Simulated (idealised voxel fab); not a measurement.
Process module, titled voxel transistor to metal
In the cross-section labelled cut, the width is 180 nm and each square cell is 5 nm.
A cross-section is written here as square cells arranged in a grid, and it is given in bands from the top down, each band taking up one or more rows of cells. The band entry comprises the height of the band's top followed by the height of its bottom, expressed in nm, and subsequently the band's materials from left to right, each stated together with its width in nm. Where a single material is marked with the word "everywhere", that material fills the band from edge to edge. The word "empty" represents empty space. Heads up on the height convention: 0 is the point under which the incoming wafer is all one material, and the lowest band has no bottom, it just keeps going down, like "0 nm and below". A width such as "30 to 40" changes by the same amount from each row of cells to the next, from the band's top row to its bottom row. Where the words "everything unchanged" appear for a step, the cross-section shows no cell changed by that step; every cell remained as before. Empty spaces counting at least 8 cells and having no open way to the top are listed in "Encapsulated voids". The notation width x height at distance is used for each, the distance being from the left edge and all three values in nm. On a step's line, text after the settings is the simulator commenting on that step. What "overlay nm" on a step's line means: if the step has a mask, that mask lay this far to the right of its planned place, or, when the value is negative, to the left.
[These are the steps we planned for the process]
- 1: RECEIVE,material Si
- 2: OXIDIZE,depth nm 5
- 3: CONFORMAL_DEP,material SiN,thk nm 10
- 4: PATTERN,tone cover,mask id ACTIVE,material resist,width nm 95,thk nm 15,overlay nm 0
- 5: DIRECTIONAL_ETCH,etch materials SiN,depth nm 10
- 6: DIRECTIONAL_ETCH,etch materials SiO2,depth nm 5
- 7: DIRECTIONAL_ETCH,etch materials Si,depth nm 25
- 8: STRIP,etch materials resist
- 9: OXIDIZE,depth nm 5
- 10: FILL_DEP,material SiO2,thk nm 15
- 11: CMP,height nm 10
- 12: SELECTIVE_ETCH,etch materials SiO2,depth nm 5
- 13: STRIP,etch materials SiN
- 14: SELECTIVE_ETCH,etch materials SiO2,depth nm 5
- 15: OXIDIZE,depth nm 5
- 16: DIRECTIONAL_DEP,material polySi,thk nm 20
- 17: DIRECTIONAL_DEP,material SiCN,thk nm 10
- 18: MASKED_ETCH,tone cover,mask id GATE,width nm 15,etch materials SiCN,depth nm 20,overlay nm 0
- 19: MASKED_ETCH,tone cover,mask id GATE,width nm 15,etch materials polySi,depth nm 30,overlay nm 0
- 20: CONFORMAL_DEP,material SiO2,thk nm 5
- 21: DIRECTIONAL_ETCH,etch materials SiO2,depth nm 5
- 22: CONFORMAL_DEP,material SiN,thk nm 10
- 23: DIRECTIONAL_ETCH,etch materials SiN,depth nm 10
- 24: DIRECTIONAL_ETCH,etch materials SiO2,depth nm 5
- 25: DIRECTIONAL_ETCH,etch materials Si,depth nm 15
- 26: EPI,material nSi,thk nm 20
- 27: FILL_DEP,material SiO2,thk nm 5
- 28: CMP,height nm 25
- 29: DIRECTIONAL_DEP,material SiO2,thk nm 10
- 30: PATTERN,tone open,mask id CONTACT,material resist,width nm 25,pitch nm 50,thk nm 15,overlay nm 0
- 31: DIRECTIONAL_ETCH,etch materials SiO2,depth nm 25
- 32: STRIP,etch materials resist
- 33: CONFORMAL_DEP,material TiN,thk nm 5
- 34: FILL_DEP,material Ru,thk nm 5
- 35: CMP,height nm 35
- 36: CONFORMAL_DEP,material SiN,thk nm 5
- 37: DIRECTIONAL_DEP,material lowk,thk nm 20
- 38: PATTERN,tone open,mask id METAL_1,material resist,width nm 15,pitch nm 60,thk nm 20,overlay nm 0
- 39: DIRECTIONAL_ETCH,etch materials lowk,depth nm 20
- 40: DIRECTIONAL_ETCH,etch materials SiN,depth nm 5
- 41: STRIP,etch materials resist
- 42: CONFORMAL_DEP,material TiN,thk nm 5
- 43: FILL_DEP,material W,thk nm 5
- 44: CMP,height nm 60
- 45: CONFORMAL_DEP,material SiCN,thk nm 5
Wafer-to-wafer difference: width nm, step 19. Common start. Plan = first wafer's value.
[Cross-section, first of several wafers, as delivered after step 1]
  0 nm and below: Si everywhere
  Encapsulated voids: none
[Last step of the module is step 45; after it, the first of several wafers in cross-section]
  65 nm to 60 nm: SiCN everywhere
  60 nm to 40 nm: lowk=50  TiN=5  W=5  TiN=5  lowk=45  TiN=5  W=5  TiN=5  lowk=55
  40 nm to 35 nm: SiN=50  TiN=15  SiN=45  TiN=15  SiN=55
  35 nm to 25 nm: SiO2=50  TiN=5  Ru=15 to 5  TiN=5 to 15  SiO2=25  TiN=5 to 15  Ru=15 to 5  TiN=5  SiO2=55
  25 nm to 15 nm: SiO2=50  TiN=5  Ru=5  TiN=5  SiN=10  SiO2=5  SiCN=15  SiO2=5  SiN=10  TiN=5  Ru=5  TiN=5  SiO2=55
  15 nm to 10 nm: SiO2=50  TiN=15  SiN=10  SiO2=5  polySi=15  SiO2=5  SiN=10  TiN=15  SiO2=55
  10 nm to 0 nm: SiO2=40  nSi=25  SiN=10  SiO2=5  polySi=15  SiO2=5  SiN=10  nSi=25  SiO2=45
  0 nm to -5 nm: SiO2=40  SiN=10  nSi=15  SiN=10  SiO2=5  polySi=15  SiO2=5  SiN=10  nSi=15  SiN=10  SiO2=45
  -5 nm to -10 nm: SiO2=50  nSi=15  SiO2=45  nSi=15  SiO2=55
  -10 nm to -25 nm: SiO2=45  Si=5  nSi=15  Si=45  nSi=15  Si=5  SiO2=50
  -25 nm to -35 nm: SiO2=45  Si=85  SiO2=50
  -35 nm and below: Si everywhere
  Encapsulated voids: none
[Of the several wafers, the last: cross-section at the end of the module]
  65 nm to 60 nm: SiCN everywhere
  60 nm to 40 nm: lowk=50  TiN=5  W=5  TiN=5  lowk=45  TiN=5  W=5  TiN=5  lowk=55
  40 nm to 35 nm: SiN=50  TiN=15  SiN=45  TiN=15  SiN=55
  35 nm to 25 nm: SiO2=50  TiN=5  Ru=15 to 5  TiN=5 to 15  SiO2=25  TiN=5 to 15  Ru=15 to 5  TiN=5  SiO2=55
  25 nm to 20 nm: SiO2=50  TiN=5  Ru=5  TiN=5  SiN=10  SiO2=5  SiCN=15  SiO2=5  SiN=10  TiN=5  Ru=5  TiN=5  SiO2=55
  20 nm to 15 nm: SiO2=50  TiN=15  SiN=10  SiO2=5  SiCN=15  SiO2=5  SiN=10  TiN=15  SiO2=55
  15 nm to 10 nm: SiO2=50  TiN=10  SiN=10  SiO2=5  polySi=30  SiO2=5  SiN=10  TiN=5  SiO2=55
  10 nm to 0 nm: SiO2=40  nSi=20  SiN=10  SiO2=5  polySi=30  SiO2=5  SiN=10  nSi=15  SiO2=45
  0 nm to -5 nm: SiO2=40  SiN=10  nSi=10  SiN=10  SiO2=5  polySi=30  SiO2=5  SiN=10  nSi=5  SiN=10  SiO2=45
  -5 nm to -10 nm: SiO2=50  nSi=10  SiO2=60  nSi=5  SiO2=55
  -10 nm to -25 nm: SiO2=45  Si=5  nSi=10  Si=60  nSi=5  Si=5  SiO2=50
  -25 nm to -35 nm: SiO2=45  Si=85  SiO2=50
  -35 nm and below: Si everywhere
  Encapsulated voids: none
[Row per wafer, end-of-module: cell gain (+)/loss (-) by material since the wafer came in, then closed voids]
width nm 15 | +12 Ru | -185 Si | +42 SiCN | +58 SiN | +303 SiO2 | +48 TiN | +8 W | +120 lowk | +50 nSi | +12 polySi | Encapsulated voids: none
width nm 20 | +11 Ru | -182 Si | +42 SiCN | +58 SiN | +304 SiO2 | +48 TiN | +8 W | +120 lowk | +43 nSi | +16 polySi | Encapsulated voids: none
width nm 25 | +10 Ru | -179 Si | +42 SiCN | +58 SiN | +305 SiO2 | +48 TiN | +8 W | +120 lowk | +36 nSi | +20 polySi | Encapsulated voids: none
width nm 30 | +10 Ru | -176 Si | +42 SiCN | +58 SiN | +306 SiO2 | +47 TiN | +8 W | +120 lowk | +29 nSi | +24 polySi | Encapsulated voids: none
